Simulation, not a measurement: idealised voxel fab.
process module | voxel fin reveal
cross-section cut | 280 nm wide | cells 5 nm
A cross-section is a grid of square cells, given in bands from the top down. A band is one or more rows of cells.
Each band's line starts with the height of the band's top and of its bottom, in nm. Then come its materials from left to right, each with its width in nm. One material with "throughout" fills the band from edge to edge. "air" is empty space.
Height 0 is the level under which the wafer as received is all one material. The lowest band goes on downwards, as in "0 down".
A width such as "30 to 40" changes by the same amount from each row of cells to the next, from the band's top row to its bottom row.
"no change" after a step means that no cell of the cross-section changed.
closed voids: empty space of 8 cells or more with no open way to the top, each as width x height at its distance from the left edge, in nm
after a step's settings: what the simulator itself notes on the step
overlay nm, on a step with a mask: how far to the right of its planned place the mask lay; to the left if negative
plan
1 op RECEIVE | material Si
2 op CONFORMAL_DEP | material SiN | thk nm 5
3 op MASKED_ETCH | tone cover | mask id FINS | width nm 15 | pitch nm 40 | etch materials SiN | depth nm 5 | overlay nm 0
4 op MASKED_ETCH | tone cover | mask id FINS | width nm 15 | pitch nm 40 | etch materials Si | depth nm 35 | overlay nm 0
5 op OXIDIZE | depth nm 5
6 op FILL_DEP | material SiO2 | thk nm 15
7 op CMP | height nm 5
8 op SELECTIVE_ETCH | etch materials SiO2 | depth nm 30
9 op STRIP | etch materials SiN
as received, after step 1
  0 down: Si throughout
  closed voids: none
first wafer at the end, as planned
  0 to -25: air 95 | Si 5 | air 35 | Si 5 | air 35 | Si 5 | air 100
  -25 to -40: SiO2 95 | Si 5 | SiO2 35 | Si 5 | SiO2 35 | Si 5 | SiO2 100
  -40 down: Si throughout
  closed voids: none
second wafer at the end: like start, like plan, one mistake
  0 to -25: air 95 | Si 5 | air 35 | Si 5 | air 35 | Si 5 | air 100
  -25 to -50: SiO2 95 | Si 5 | SiO2 35 | Si 5 | SiO2 35 | Si 5 | SiO2 100
  -50 down: Si throughout
  closed voids: none
what went wrong: step 4 ran as: op MASKED_ETCH | tone cover | mask id FINS | width nm 15 | pitch nm 40 | etch materials Si | depth nm 45 | overlay nm 0
at the end the second wafer has, in cells: 106 fewer of Si | 106 more of SiO2
